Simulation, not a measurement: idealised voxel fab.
process module | voxel fin reveal
cross-section cut | 255 nm wide | cells 5 nm
A cross-section is a grid of square cells, given in bands from the top down. A band is one or more rows of cells.
Each band's line starts with the height of the band's top and of its bottom, in nm. Then come its materials from left to right, each with its width in nm. One material with "throughout" fills the band from edge to edge. "air" is empty space.
Height 0 is the level under which the wafer as received is all one material. The lowest band goes on downwards, as in "0 down".
A width such as "30 to 40" changes by the same amount from each row of cells to the next, from the band's top row to its bottom row.
"no change" after a step means that no cell of the cross-section changed.
closed voids: empty space of 8 cells or more with no open way to the top, each as width x height at its distance from the left edge, in nm
after a step's settings: what the simulator itself notes on the step
overlay nm, on a step with a mask: how far to the right of its planned place the mask lay; to the left if negative
Each pair below shows a cross-section before one step and the cross-section after it, down to the lowest band that changed. The line under each pair gives the step between them, with its settings. The pairs can come from different runs of this module on the same starting wafer, so a pair continues from the pair above only where its "before" says so.
before
  0 down: Si throughout
  closed voids: none
after
  10 to 0: SiN throughout
  below 0: unchanged
  closed voids: none
the step between: op CONFORMAL_DEP | material SiN | thk nm 10
before: the cross-section after the pair above
after
  25 to 10: aC throughout
  below 10: unchanged
  closed voids: none
the step between: op DIRECTIONAL_DEP | material aC | thk nm 15
before: the cross-section after the pair above
after
  55 to 25: air 100 | resist 15 | air 20 | resist 15 | air 105
  below 25: unchanged
  closed voids: none
the step between: op PATTERN | tone cover | mask id FINS | material resist | width nm 15 | pitch nm 35 | thk nm 30 | overlay nm 0
before: the cross-section after the pair above
after
  40 to 25: air 100 | resist 15 | air 20 | resist 15 | air 105
  25 to 10: air 100 | aC 15 | air 20 | aC 15 | air 105
  below 10: unchanged
  closed voids: none
the step between: op DIRECTIONAL_ETCH | etch materials aC | depth nm 15
before: the cross-section after the pair above
after
  25 to 10: air 100 | aC 15 | air 20 | aC 15 | air 105
  below 10: unchanged
  closed voids: none
the step between: op STRIP | etch materials resist
before: the cross-section after the pair above
after
  25 to 10: air 100 | aC 15 | air 20 | aC 15 | air 105
  10 to 0: air 100 | SiN 15 | air 20 | SiN 15 | air 105
  below 0: unchanged
  closed voids: none
the step between: op DIRECTIONAL_ETCH | etch materials SiN | depth nm 10
before: the cross-section after the pair above
after
  25 to 10: air 100 | aC 15 | air 20 | aC 15 | air 105
  10 to 0: air 100 | SiN 15 | air 20 | SiN 15 | air 105
  0 to -30: air 100 | Si 15 | air 20 | Si 15 | air 105
  below -30: unchanged
  closed voids: none
the step between: op DIRECTIONAL_ETCH | etch materials Si | depth nm 30
before: the cross-section after the pair above
after
  10 to 0: air 100 | SiN 15 | air 20 | SiN 15 | air 105
  below 0: unchanged
  closed voids: none
the step between: op STRIP | etch materials aC
before: the cross-section after the pair above
after
  10 to 0: air 100 | SiN 15 | air 20 | SiN 15 | air 105
  0 to -30: air 100 | SiO2 5 | Si 5 | SiO2 5 | air 20 | SiO2 5 | Si 5 | SiO2 5 | air 105
  -30 to -35: SiO2 105 | Si 5 | SiO2 30 | Si 5 | SiO2 110
  below -35: unchanged
  closed voids: none
the step between: op OXIDIZE | depth nm 5
before: the cross-section after the pair above
after
  15 to 10: SiO2 throughout
  10 to 0: SiO2 100 | SiN 15 | SiO2 20 | SiN 15 | SiO2 105
  0 to -35: SiO2 105 | Si 5 | SiO2 30 | Si 5 | SiO2 110
  below -35: unchanged
  closed voids: none
the step between: op FILL_DEP | material SiO2 | thk nm 5
before: the cross-section after the pair above
after
  10 to 0: SiO2 100 | SiN 15 | SiO2 20 | SiN 15 | SiO2 105
  below 0: unchanged
  closed voids: none
the step between: op CMP | height nm 10
before: the cross-section after the pair above
after
  10 to 0: air 100 | SiN 15 | air 20 | SiN 15 | air 105
  0 to -20: air 105 | Si 5 | air 30 | Si 5 | air 110
  below -20: unchanged
  closed voids: none
the step between: op SELECTIVE_ETCH | etch materials SiO2 | depth nm 30
before: the cross-section after the pair above
after
  0 to -20: air 105 | Si 5 | air 30 | Si 5 | air 110
  below -20: unchanged
  closed voids: none
the step between: op STRIP | etch materials SiN
before
  40 to 25: air 100 | resist 15 | air 20 | resist 15 | air 105
  25 to 10: air 100 | aC 15 | air 20 | aC 15 | air 105
  10 to 0: SiN throughout
  0 down: Si throughout
  closed voids: none
after
  40 to 25: air 100 | resist 15 | air 20 | resist 15 | air 105
  25 to 10: air 100 | aC 15 | air 20 | aC 15 | air 105
  10 to 0: air 100 | SiN 15 | air 20 | SiN 15 | air 105
  below 0: unchanged
  closed voids: none
the step between: op DIRECTIONAL_ETCH | etch materials SiN | depth nm 10
before: the cross-section after the pair above
after
  40 to 25: air 100 | resist 15 | air 20 | resist 15 | air 105
  25 to 10: air 100 | aC 15 | air 20 | aC 15 | air 105
  10 to 0: air 100 | SiN 15 | air 20 | SiN 15 | air 105
  0 to -30: air 100 | Si 15 | air 20 | Si 15 | air 105
  below -30: unchanged
  closed voids: none
the step between: op DIRECTIONAL_ETCH | etch materials Si | depth nm 30
before: the cross-section after the pair above
after
  10 to 0: air 100 | SiN 15 | air 20 | SiN 15 | air 105
  below 0: unchanged
  closed voids: none
the step between: op STRIP | etch materials aC
before
  10 to 0: air 100 | SiN 15 | air 20 | SiN 15 | air 105
  0 to -20: air 105 | Si 5 | air 30 | Si 5 | air 110
  -20 to -35: SiO2 105 | Si 5 | SiO2 30 | Si 5 | SiO2 110
  -35 down: Si throughout
  closed voids: none
after
  10 to 0: air 100 | SiN 15 | air 20 | SiN 15 | air 105
  0 to -35: air 105 | Si 5 | air 30 | Si 5 | air 110
  below -35: unchanged
  closed voids: none
the step between: op SELECTIVE_ETCH | etch materials SiO2 | depth nm 30
before: the cross-section after the pair above
after
  0 to -35: air 105 | Si 5 | air 30 | Si 5 | air 110
  below -35: unchanged
  closed voids: none
the step between: op STRIP | etch materials SiN
before
  10 to 0: SiO2 100 | SiN 15 | SiO2 20 | SiN 15 | SiO2 105
  0 to -35: SiO2 105 | Si 5 | SiO2 30 | Si 5 | SiO2 110
  -35 down: Si throughout
  closed voids: none
after
  10 to 0: SiO2 100 | air 15 | SiO2 20 | air 15 | SiO2 105
  below 0: unchanged
  closed voids: none
the step between: op STRIP | etch materials SiN
before: the cross-section after the pair above
after
  0 to -20: air 105 | Si 5 | air 30 | Si 5 | air 110
  -20 to -30: SiO2 70 | air 35 | Si 5 | air 30 | Si 5 | air 35 | SiO2 75
  below -30: unchanged
  closed voids: none
the step between: op SELECTIVE_ETCH | etch materials SiO2 | depth nm 30
before
  25 to 10: air 100 | aC 15 | air 20 | aC 15 | air 105
  10 to 0: air 100 | SiN 15 | air 20 | SiN 15 | air 105
  0 down: Si throughout
  closed voids: none
after
  25 to 10: air 100 | aC 15 | air 20 | aC 15 | air 105
  10 to 0: air 100 | SiN 15 | air 20 | SiN 15 | air 105
  0 to -40: air 100 | Si 15 | air 20 | Si 15 | air 105
  below -40: unchanged
  closed voids: none
the step between: op DIRECTIONAL_ETCH | etch materials Si | depth nm 40
before: the cross-section after the pair above
after
  10 to 0: air 100 | SiN 15 | air 20 | SiN 15 | air 105
  below 0: unchanged
  closed voids: none
the step between: op STRIP | etch materials aC
before: the cross-section after the pair above
after
  10 to 0: air 100 | SiN 15 | air 20 | SiN 15 | air 105
  0 to -40: air 100 | SiO2 5 | Si 5 | SiO2 5 | air 20 | SiO2 5 | Si 5 | SiO2 5 | air 105
  -40 to -45: SiO2 105 | Si 5 | SiO2 30 | Si 5 | SiO2 110
  below -45: unchanged
  closed voids: none
the step between: op OXIDIZE | depth nm 5
before: the cross-section after the pair above
after
  15 to 10: SiO2 throughout
  10 to 0: SiO2 100 | SiN 15 | SiO2 20 | SiN 15 | SiO2 105
  0 to -45: SiO2 105 | Si 5 | SiO2 30 | Si 5 | SiO2 110
  below -45: unchanged
  closed voids: none
the step between: op FILL_DEP | material SiO2 | thk nm 5
before: the cross-section after the pair above
after
  10 to 0: SiO2 100 | SiN 15 | SiO2 20 | SiN 15 | SiO2 105
  below 0: unchanged
  closed voids: none
the step between: op CMP | height nm 10
before: the cross-section after the pair above
after
  10 to 0: air 100 | SiN 15 | air 20 | SiN 15 | air 105
  0 to -20: air 105 | Si 5 | air 30 | Si 5 | air 110
  below -20: unchanged
  closed voids: none
the step between: op SELECTIVE_ETCH | etch materials SiO2 | depth nm 30
before: the cross-section after the pair above
after
  0 to -20: air 105 | Si 5 | air 30 | Si 5 | air 110
  below -20: unchanged
  closed voids: none
the step between: op STRIP | etch materials SiN
before
  25 to 10: aC throughout
  10 to 0: SiN throughout
  0 down: Si throughout
  closed voids: none
after
  55 to 25: air 100 | resist 20 | air 15 | resist 20 | air 100
  below 25: unchanged
  closed voids: none
the step between: op PATTERN | tone cover | mask id FINS | material resist | width nm 20 | pitch nm 35 | thk nm 30 | overlay nm 0
before: the cross-section after the pair above
after
  40 to 25: air 100 | resist 20 | air 15 | resist 20 | air 100
  25 to 10: air 100 | aC 20 | air 15 | aC 20 | air 100
  below 10: unchanged
  closed voids: none
the step between: op DIRECTIONAL_ETCH | etch materials aC | depth nm 15
before: the cross-section after the pair above
after
  25 to 10: air 100 | aC 20 | air 15 | aC 20 | air 100
  below 10: unchanged
  closed voids: none
the step between: op STRIP | etch materials resist
before: the cross-section after the pair above
after
  25 to 10: air 100 | aC 20 | air 15 | aC 20 | air 100
  10 to 0: air 100 | SiN 20 | air 15 | SiN 20 | air 100
  below 0: unchanged
  closed voids: none
the step between: op DIRECTIONAL_ETCH | etch materials SiN | depth nm 10
before: the cross-section after the pair above
after
  25 to 10: air 100 | aC 20 | air 15 | aC 20 | air 100
  10 to 0: air 100 | SiN 20 | air 15 | SiN 20 | air 100
  0 to -30: air 100 | Si 20 | air 15 | Si 20 | air 100
  below -30: unchanged
  closed voids: none
the step between: op DIRECTIONAL_ETCH | etch materials Si | depth nm 30
before: the cross-section after the pair above
after
  10 to 0: air 100 | SiN 20 | air 15 | SiN 20 | air 100
  below 0: unchanged
  closed voids: none
the step between: op STRIP | etch materials aC
before: the cross-section after the pair above
after
  10 to 0: air 100 | SiN 20 | air 15 | SiN 20 | air 100
  0 to -30: air 100 | SiO2 5 | Si 10 | SiO2 5 | air 15 | SiO2 5 | Si 10 | SiO2 5 | air 100
  -30 to -35: SiO2 105 | Si 10 | SiO2 25 | Si 10 | SiO2 105
  below -35: unchanged
  closed voids: none
the step between: op OXIDIZE | depth nm 5
before: the cross-section after the pair above
after
  15 to 10: SiO2 throughout
  10 to 0: SiO2 100 | SiN 20 | SiO2 15 | SiN 20 | SiO2 100
  0 to -35: SiO2 105 | Si 10 | SiO2 25 | Si 10 | SiO2 105
  below -35: unchanged
  closed voids: none
the step between: op FILL_DEP | material SiO2 | thk nm 5
before: the cross-section after the pair above
after
  10 to 0: SiO2 100 | SiN 20 | SiO2 15 | SiN 20 | SiO2 100
  below 0: unchanged
  closed voids: none
the step between: op CMP | height nm 10
before: the cross-section after the pair above
after
  10 to 0: air 100 | SiN 20 | air 15 | SiN 20 | air 100
  0 to -20: air 105 | Si 10 | air 25 | Si 10 | air 105
  below -20: unchanged
  closed voids: none
the step between: op SELECTIVE_ETCH | etch materials SiO2 | depth nm 30
before: the cross-section after the pair above
after
  0 to -20: air 105 | Si 10 | air 25 | Si 10 | air 105
  below -20: unchanged
  closed voids: none
the step between: op STRIP | etch materials SiN
before
  25 to 10: aC throughout
  10 to 0: SiN throughout
  0 down: Si throughout
  closed voids: none
after
  55 to 25: air 95 | resist 15 | air 20 | resist 15 | air 110
  below 25: unchanged
  closed voids: none
the step between: op PATTERN | tone cover | mask id FINS | material resist | width nm 15 | pitch nm 35 | thk nm 30 | overlay nm -5
before: the cross-section after the pair above
after
  40 to 25: air 95 | resist 15 | air 20 | resist 15 | air 110
  25 to 10: air 95 | aC 15 | air 20 | aC 15 | air 110
  below 10: unchanged
  closed voids: none
the step between: op DIRECTIONAL_ETCH | etch materials aC | depth nm 15
before: the cross-section after the pair above
after
  25 to 10: air 95 | aC 15 | air 20 | aC 15 | air 110
  below 10: unchanged
  closed voids: none
the step between: op STRIP | etch materials resist
before: the cross-section after the pair above
after
  25 to 10: air 95 | aC 15 | air 20 | aC 15 | air 110
  10 to 0: air 95 | SiN 15 | air 20 | SiN 15 | air 110
  below 0: unchanged
  closed voids: none
the step between: op DIRECTIONAL_ETCH | etch materials SiN | depth nm 10
before: the cross-section after the pair above
after
  25 to 10: air 95 | aC 15 | air 20 | aC 15 | air 110
  10 to 0: air 95 | SiN 15 | air 20 | SiN 15 | air 110
  0 to -30: air 95 | Si 15 | air 20 | Si 15 | air 110
  below -30: unchanged
  closed voids: none
the step between: op DIRECTIONAL_ETCH | etch materials Si | depth nm 30
before: the cross-section after the pair above
after
  10 to 0: air 95 | SiN 15 | air 20 | SiN 15 | air 110
  below 0: unchanged
  closed voids: none
the step between: op STRIP | etch materials aC
before: the cross-section after the pair above
after
  10 to 0: air 95 | SiN 15 | air 20 | SiN 15 | air 110
  0 to -30: air 95 | SiO2 5 | Si 5 | SiO2 5 | air 20 | SiO2 5 | Si 5 | SiO2 5 | air 110
  -30 to -35: SiO2 100 | Si 5 | SiO2 30 | Si 5 | SiO2 115
  below -35: unchanged
  closed voids: none
the step between: op OXIDIZE | depth nm 5
before: the cross-section after the pair above
after
  15 to 10: SiO2 throughout
  10 to 0: SiO2 95 | SiN 15 | SiO2 20 | SiN 15 | SiO2 110
  0 to -35: SiO2 100 | Si 5 | SiO2 30 | Si 5 | SiO2 115
  below -35: unchanged
  closed voids: none
the step between: op FILL_DEP | material SiO2 | thk nm 5
before: the cross-section after the pair above
after
  10 to 0: SiO2 95 | SiN 15 | SiO2 20 | SiN 15 | SiO2 110
  below 0: unchanged
  closed voids: none
the step between: op CMP | height nm 10
before: the cross-section after the pair above
after
  10 to 0: air 95 | SiN 15 | air 20 | SiN 15 | air 110
  0 to -20: air 100 | Si 5 | air 30 | Si 5 | air 115
  below -20: unchanged
  closed voids: none
the step between: op SELECTIVE_ETCH | etch materials SiO2 | depth nm 30
before: the cross-section after the pair above
after
  0 to -20: air 100 | Si 5 | air 30 | Si 5 | air 115
  below -20: unchanged
  closed voids: none
the step between: op STRIP | etch materials SiN
before
  10 to 0: air 100 | SiN 15 | air 20 | SiN 15 | air 105
  0 to -30: air 100 | SiO2 5 | Si 5 | SiO2 5 | air 20 | SiO2 5 | Si 5 | SiO2 5 | air 105
  -30 to -35: SiO2 105 | Si 5 | SiO2 30 | Si 5 | SiO2 110
  -35 down: Si throughout
  closed voids: none
after
  15 to 10: aC throughout
  10 to 0: aC 100 | SiN 15 | aC 20 | SiN 15 | aC 105
  0 to -30: aC 100 | SiO2 5 | Si 5 | SiO2 5 | aC 20 | SiO2 5 | Si 5 | SiO2 5 | aC 105
  below -30: unchanged
  closed voids: none
the step between: op FILL_DEP | material aC | thk nm 5
before: the cross-section after the pair above
after
  10 to 0: aC 100 | SiN 15 | aC 20 | SiN 15 | aC 105
  below 0: unchanged
  closed voids: none
the step between: op CMP | height nm 10
before: the cross-section after the pair above
after
  10 to 0: aC 100 | air 15 | aC 20 | air 15 | aC 105
  below 0: unchanged
  closed voids: none
the step between: op STRIP | etch materials SiN
before
  25 to 10: aC throughout
  10 to 0: SiN throughout
  0 down: Si throughout
  closed voids: none
after
  55 to 25: resist 100 | air 15 | resist 20 | air 15 | resist 105
  below 25: unchanged
  closed voids: none
the step between: op PATTERN | tone open | mask id FINS | material resist | width nm 15 | pitch nm 35 | thk nm 30 | overlay nm 0
before: the cross-section after the pair above
after
  40 to 25: resist 100 | air 15 | resist 20 | air 15 | resist 105
  25 to 10: aC 100 | air 15 | aC 20 | air 15 | aC 105
  below 10: unchanged
  closed voids: none
the step between: op DIRECTIONAL_ETCH | etch materials aC | depth nm 15
before: the cross-section after the pair above
after
  25 to 10: aC 100 | air 15 | aC 20 | air 15 | aC 105
  below 10: unchanged
  closed voids: none
the step between: op STRIP | etch materials resist
before: the cross-section after the pair above
after
  25 to 10: aC 100 | air 15 | aC 20 | air 15 | aC 105
  10 to 0: SiN 100 | air 15 | SiN 20 | air 15 | SiN 105
  below 0: unchanged
  closed voids: none
the step between: op DIRECTIONAL_ETCH | etch materials SiN | depth nm 10
before: the cross-section after the pair above
after
  25 to 10: aC 100 | air 15 | aC 20 | air 15 | aC 105
  10 to 0: SiN 100 | air 15 | SiN 20 | air 15 | SiN 105
  0 to -30: Si 100 | air 15 | Si 20 | air 15 | Si 105
  below -30: unchanged
  closed voids: none
the step between: op DIRECTIONAL_ETCH | etch materials Si | depth nm 30
before: the cross-section after the pair above
after
  10 to 0: SiN 100 | air 15 | SiN 20 | air 15 | SiN 105
  below 0: unchanged
  closed voids: none
the step between: op STRIP | etch materials aC
before: the cross-section after the pair above
after
  10 to 0: SiN 100 | air 15 | SiN 20 | air 15 | SiN 105
  0 to -30: Si 95 | SiO2 5 | air 15 | SiO2 5 | Si 10 | SiO2 5 | air 15 | SiO2 5 | Si 100
  -30 to -35: Si 95 | SiO2 25 | Si 10 | SiO2 25 | Si 100
  below -35: unchanged
  closed voids: none
the step between: op OXIDIZE | depth nm 5
before: the cross-section after the pair above
after
  15 to 10: SiO2 throughout
  10 to 0: SiN 100 | SiO2 15 | SiN 20 | SiO2 15 | SiN 105
  0 to -35: Si 95 | SiO2 25 | Si 10 | SiO2 25 | Si 100
  below -35: unchanged
  closed voids: none
the step between: op FILL_DEP | material SiO2 | thk nm 5
before: the cross-section after the pair above
after
  10 to 0: SiN 100 | SiO2 15 | SiN 20 | SiO2 15 | SiN 105
  below 0: unchanged
  closed voids: none
the step between: op CMP | height nm 10
before: the cross-section after the pair above
after
  10 to 0: SiN 100 | air 15 | SiN 20 | air 15 | SiN 105
  0 to -20: Si 95 | air 25 | Si 10 | air 25 | Si 100
  below -20: unchanged
  closed voids: none
the step between: op SELECTIVE_ETCH | etch materials SiO2 | depth nm 30
before: the cross-section after the pair above
after
  0 to -20: Si 95 | air 25 | Si 10 | air 25 | Si 100
  below -20: unchanged
  closed voids: none
the step between: op STRIP | etch materials SiN
